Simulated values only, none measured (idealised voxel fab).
Documented hereafter: the process module known as voxel fin reveal.
This is section cut - it's 280 nm across, gridded in 5 nm square cells.
A cross-section in this document is a grid of square cells, and it is written down as bands, the top band listed before the ones below it; a band is made up of one or more rows of cells.
Band: top height; bottom height; in nm. Then, left to right: material with width in nm, for each material. "everywhere": a single material spanning edge to edge. "empty": empty space.
Height 0 is the level under which the wafer as received is all one material. The lowest band goes on downwards, as in "0 down".
The width entry "30..40" should be interpreted row by row: the top row of cells in the band takes the first number, the bottom row takes the second number, and the change between adjacent rows is uniform throughout.
Key: "nothing was modified" - step with no changed cell in the cross-section.
"Fully sealed cavities" lists enclosed empty spaces (at least 8 cells, no open path upward to the top), each as width x height at distance from the left edge, in nm.
That trailing text on a step's line, after the settings, is the simulator's own remark on the step.
Among the settings permitted on a step's line is "overlay nm"; applied to a step with a mask, it specifies the extent to which the mask lay to the right of its planned position, whereas a negative figure signifies a position to the left.
[The following list gives the planned process steps]
1. RECEIVE [material Si]
2. CONFORMAL_DEP [material SiN] [thk nm 5]
3. DIRECTIONAL_DEP [material aC] [thk nm 15]
4. PATTERN [tone cover] [mask id FINS] [material resist] [width nm 15] [pitch nm 40] [thk nm 30] [overlay nm 0]
5. DIRECTIONAL_ETCH [etch materials aC] [depth nm 15]
6. STRIP [etch materials resist]
7. DIRECTIONAL_ETCH [etch materials SiN] [depth nm 5]
8. DIRECTIONAL_ETCH [etch materials Si] [depth nm 40]
9. STRIP [etch materials aC]
10. FILL_DEP [material SiO2] [thk nm 5]
11. CMP [height nm 5]
12. SELECTIVE_ETCH [etch materials SiO2] [depth nm 35]
13. STRIP [etch materials SiN]
[Account of the first of two wafers, which was processed as intended]
[Cross-section, incoming material, after step 1]
- 0 down: Si everywhere
- Fully sealed cavities: none
[Upon completion of step 2, the wafer appears in cross-section as shown]
- 5 to 0: SiN everywhere
- Below 0, the layers are the same as they were.
[Upon completion of step 3, the wafer appears in cross-section as shown]
- 20 to 5: aC everywhere
- Below 5, the layers are the same as they were.
[Upon completion of step 4, the wafer appears in cross-section as shown]
- 50 to 20: empty 70 nm; resist 15 nm; empty 25 nm; resist 15 nm; empty 25 nm; resist 15 nm; empty 25 nm; resist 15 nm; empty 75 nm
- Below 20, the layers are the same as they were.
[Upon completion of step 5, the wafer appears in cross-section as shown]
- 35 to 20: empty 70 nm; resist 15 nm; empty 25 nm; resist 15 nm; empty 25 nm; resist 15 nm; empty 25 nm; resist 15 nm; empty 75 nm
- 20 to 5: empty 70 nm; aC 15 nm; empty 25 nm; aC 15 nm; empty 25 nm; aC 15 nm; empty 25 nm; aC 15 nm; empty 75 nm
- Below 5, the layers are the same as they were.
[Upon completion of step 6, the wafer appears in cross-section as shown]
- 20 to 5: empty 70 nm; aC 15 nm; empty 25 nm; aC 15 nm; empty 25 nm; aC 15 nm; empty 25 nm; aC 15 nm; empty 75 nm
- Below 5, the layers are the same as they were.
[Upon completion of step 7, the wafer appears in cross-section as shown]
- 20 to 5: empty 70 nm; aC 15 nm; empty 25 nm; aC 15 nm; empty 25 nm; aC 15 nm; empty 25 nm; aC 15 nm; empty 75 nm
- 5 to 0: empty 70 nm; SiN 15 nm; empty 25 nm; SiN 15 nm; empty 25 nm; SiN 15 nm; empty 25 nm; SiN 15 nm; empty 75 nm
- Below 0, the layers are the same as they were.
[Upon completion of step 8, the wafer appears in cross-section as shown]
- 20 to 5: empty 70 nm; aC 15 nm; empty 25 nm; aC 15 nm; empty 25 nm; aC 15 nm; empty 25 nm; aC 15 nm; empty 75 nm
- 5 to 0: empty 70 nm; SiN 15 nm; empty 25 nm; SiN 15 nm; empty 25 nm; SiN 15 nm; empty 25 nm; SiN 15 nm; empty 75 nm
- 0 to -40: empty 70 nm; Si 15 nm; empty 25 nm; Si 15 nm; empty 25 nm; Si 15 nm; empty 25 nm; Si 15 nm; empty 75 nm
- Below -40, the layers are the same as they were.
[Upon completion of step 9, the wafer appears in cross-section as shown]
- 5 to 0: empty 70 nm; SiN 15 nm; empty 25 nm; SiN 15 nm; empty 25 nm; SiN 15 nm; empty 25 nm; SiN 15 nm; empty 75 nm
- Below 0, the layers are the same as they were.
[Upon completion of step 10, the wafer appears in cross-section as shown]
- 10 to 5: SiO2 everywhere
- 5 to 0: SiO2 70 nm; SiN 15 nm; SiO2 25 nm; SiN 15 nm; SiO2 25 nm; SiN 15 nm; SiO2 25 nm; SiN 15 nm; SiO2 75 nm
- 0 to -40: SiO2 70 nm; Si 15 nm; SiO2 25 nm; Si 15 nm; SiO2 25 nm; Si 15 nm; SiO2 25 nm; Si 15 nm; SiO2 75 nm
- Below -40, the layers are the same as they were.
[Upon completion of step 11, the wafer appears in cross-section as shown]
- 5 to 0: SiO2 70 nm; SiN 15 nm; SiO2 25 nm; SiN 15 nm; SiO2 25 nm; SiN 15 nm; SiO2 25 nm; SiN 15 nm; SiO2 75 nm
- Below 0, the layers are the same as they were.
[Upon completion of step 12, the wafer appears in cross-section as shown]
- 5 to 0: empty 70 nm; SiN 15 nm; empty 25 nm; SiN 15 nm; empty 25 nm; SiN 15 nm; empty 25 nm; SiN 15 nm; empty 75 nm
- 0 to -30: empty 70 nm; Si 15 nm; empty 25 nm; Si 15 nm; empty 25 nm; Si 15 nm; empty 25 nm; Si 15 nm; empty 75 nm
- Below -30, the layers are the same as they were.
[Upon completion of step 13, the wafer appears in cross-section as shown]
- 0 to -30: empty 70 nm; Si 15 nm; empty 25 nm; Si 15 nm; empty 25 nm; Si 15 nm; empty 25 nm; Si 15 nm; empty 75 nm
- Below -30, the layers are the same as they were.
[Second wafer, same starting state and plan as the first, one mistake in the run, identical through step 3]
[Second wafer at the planned finish of step 4, seen in cross-section]
- 50 to 20: resist 70 nm; empty 15 nm; resist 25 nm; empty 15 nm; resist 25 nm; empty 15 nm; resist 25 nm; empty 15 nm; resist 75 nm
- Below 20, the layers are the same as they were.
[Second wafer at the planned finish of step 5, seen in cross-section]
- 35 to 20: resist 70 nm; empty 15 nm; resist 25 nm; empty 15 nm; resist 25 nm; empty 15 nm; resist 25 nm; empty 15 nm; resist 75 nm
- 20 to 5: aC 70 nm; empty 15 nm; aC 25 nm; empty 15 nm; aC 25 nm; empty 15 nm; aC 25 nm; empty 15 nm; aC 75 nm
- Below 5, the layers are the same as they were.
[Second wafer at the planned finish of step 6, seen in cross-section]
- 20 to 5: aC 70 nm; empty 15 nm; aC 25 nm; empty 15 nm; aC 25 nm; empty 15 nm; aC 25 nm; empty 15 nm; aC 75 nm
- Below 5, the layers are the same as they were.
[Second wafer at the planned finish of step 7, seen in cross-section]
- 20 to 5: aC 70 nm; empty 15 nm; aC 25 nm; empty 15 nm; aC 25 nm; empty 15 nm; aC 25 nm; empty 15 nm; aC 75 nm
- 5 to 0: SiN 70 nm; empty 15 nm; SiN 25 nm; empty 15 nm; SiN 25 nm; empty 15 nm; SiN 25 nm; empty 15 nm; SiN 75 nm
- Below 0, the layers are the same as they were.
[Second wafer at the planned finish of step 8, seen in cross-section]
- 20 to 5: aC 70 nm; empty 15 nm; aC 25 nm; empty 15 nm; aC 25 nm; empty 15 nm; aC 25 nm; empty 15 nm; aC 75 nm
- 5 to 0: SiN 70 nm; empty 15 nm; SiN 25 nm; empty 15 nm; SiN 25 nm; empty 15 nm; SiN 25 nm; empty 15 nm; SiN 75 nm
- 0 to -40: Si 70 nm; empty 15 nm; Si 25 nm; empty 15 nm; Si 25 nm; empty 15 nm; Si 25 nm; empty 15 nm; Si 75 nm
- Below -40, the layers are the same as they were.
[Second wafer at the planned finish of step 9, seen in cross-section]
- 5 to 0: SiN 70 nm; empty 15 nm; SiN 25 nm; empty 15 nm; SiN 25 nm; empty 15 nm; SiN 25 nm; empty 15 nm; SiN 75 nm
- Below 0, the layers are the same as they were.
[Second wafer at the planned finish of step 10, seen in cross-section]
- 10 to 5: SiO2 everywhere
- 5 to 0: SiN 70 nm; SiO2 15 nm; SiN 25 nm; SiO2 15 nm; SiN 25 nm; SiO2 15 nm; SiN 25 nm; SiO2 15 nm; SiN 75 nm
- 0 to -40: Si 70 nm; SiO2 15 nm; Si 25 nm; SiO2 15 nm; Si 25 nm; SiO2 15 nm; Si 25 nm; SiO2 15 nm; Si 75 nm
- Below -40, the layers are the same as they were.
[Second wafer at the planned finish of step 11, seen in cross-section]
- 5 to 0: SiN 70 nm; SiO2 15 nm; SiN 25 nm; SiO2 15 nm; SiN 25 nm; SiO2 15 nm; SiN 25 nm; SiO2 15 nm; SiN 75 nm
- Below 0, the layers are the same as they were.
[Second wafer at the planned finish of step 12, seen in cross-section]
- 5 to 0: SiN 70 nm; empty 15 nm; SiN 25 nm; empty 15 nm; SiN 25 nm; empty 15 nm; SiN 25 nm; empty 15 nm; SiN 75 nm
- 0 to -30: Si 70 nm; empty 15 nm; Si 25 nm; empty 15 nm; Si 25 nm; empty 15 nm; Si 25 nm; empty 15 nm; Si 75 nm
- Below -30, the layers are the same as they were.
[Second wafer at the planned finish of step 13, seen in cross-section]
- 0 to -30: Si 70 nm; empty 15 nm; Si 25 nm; empty 15 nm; Si 25 nm; empty 15 nm; Si 25 nm; empty 15 nm; Si 75 nm
- Below -30, the layers are the same as they were.
Nonconformance to the process plan: step 4, actual vs plan mismatch, actual run PATTERN [tone open] [mask id FINS] [material resist] [width nm 15] [pitch nm 40] [thk nm 30] [overlay nm 0]
at the end the second wafer has, in cells: Si +256, SiO2 -64
